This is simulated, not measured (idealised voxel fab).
Process module in this document: voxel quadruple lines
It is cross-section cut that appears here, measuring 145 nm in width, its square cells being 5 nm in size.
A cross-section in this document is a grid of square cells, and it is written down as bands, the top band listed before the ones below it; a band is made up of one or more rows of cells.
A band entry consists of two parts. The first gives the height of the band's top and the height of its bottom, in nm. The rest lists the band's materials from left to right, each with its width in nm. A single material labelled with the word "throughout" fills the band from edge to edge, and the word "empty" marks empty space.
Height is counted from the level 0, under which the received wafer is composed throughout of one material. The lowest of the bands is not closed at the bottom but continues downward, in the notation "0 nm and below".
So if you see something like "30..40" for the width, read it as the top row of the band sitting at the first number and the bottom row at the second, with every row in between moving by the same amount as the last.
"remained the same" for a step: no cell of the cross-section changed in that step.
The entry titled "Completely sealed voids" provides the empty spaces that have no open way to the top, restricted to those of 8 cells or more. Each is presented as width x height at distance, the distance being measured from the left edge, with all three in nm.
The remark found on a step's line after its settings is issued by the simulator itself and pertains to that step.
"overlay nm", when on a step's line for a step with a mask, measures how far to the right of its planned place the mask lay; a negative measure means to the left.

[The following list gives the planned process steps]
1 RECEIVE, material Si
2 CONFORMAL_DEP, material SiO2, thk nm 10
3 DIRECTIONAL_DEP, material W, thk nm 10
4 DIRECTIONAL_DEP, material polySi, thk nm 20
5 DIRECTIONAL_DEP, material aC, thk nm 20
6 PATTERN, tone cover, mask id MANDREL, material resist, width nm 20, thk nm 25, overlay nm -15
7 DIRECTIONAL_ETCH, etch materials aC, depth nm 20
8 STRIP, etch materials resist
9 CONFORMAL_DEP, material SiO2, thk nm 10
10 DIRECTIONAL_ETCH, etch materials SiO2, depth nm 10
11 STRIP, etch materials aC
12 DIRECTIONAL_ETCH, etch materials polySi, depth nm 20
13 STRIP, etch materials SiO2
14 CONFORMAL_DEP, material SiCN, thk nm 5
15 DIRECTIONAL_ETCH, etch materials SiCN, depth nm 5
16 STRIP, etch materials polySi
17 DIRECTIONAL_ETCH, etch materials W, depth nm 10
18 STRIP, etch materials SiCN
Keep in mind the plan's value for the overlay nm of step 6 comes from the first wafer; the wafers don't share that setting, but they do share the same starting point.

[The as-received cross-section of the first of several wafers corresponds to the state after step 1]
	0 nm and below | Si throughout
	Completely sealed voids: none

[First of several wafers in cross-section at module end, following the final step, step 18]
	20 nm to 10 nm | empty (30) | W (5) | empty (10) | W (5) | empty (10) | W (5) | empty (10) | W (5) | empty (65)
	10 nm to 0 nm | SiO2 throughout
	0 nm and below | Si throughout
	Completely sealed voids: none

[Cross-sectional view, end of module, last wafer of several]
	20 nm to 10 nm | empty (60) | W (5) | empty (10) | W (5) | empty (10) | W (5) | empty (10) | W (5) | empty (35)
	10 nm to 0 nm | SiO2 throughout
	0 nm and below | Si throughout
	Completely sealed voids: none

[For your reference, the table is organized with a row per wafer; each row reflects the wafer at the end of the module, indicating for each material the cells gained (+) or lost (-) since receipt, and thereafter its closed voids]
overlay nm -15 | +58 SiO2 | +8 W | Completely sealed voids: none
overlay nm -10 | +58 SiO2 | +8 W | Completely sealed voids: none
overlay nm -5 | +58 SiO2 | +8 W | Completely sealed voids: none
overlay nm 0 | +58 SiO2 | +8 W | Completely sealed voids: none
overlay nm 5 | +58 SiO2 | +8 W | Completely sealed voids: none
overlay nm 10 | +58 SiO2 | +8 W | Completely sealed voids: none
overlay nm 15 | +58 SiO2 | +8 W | Completely sealed voids: none
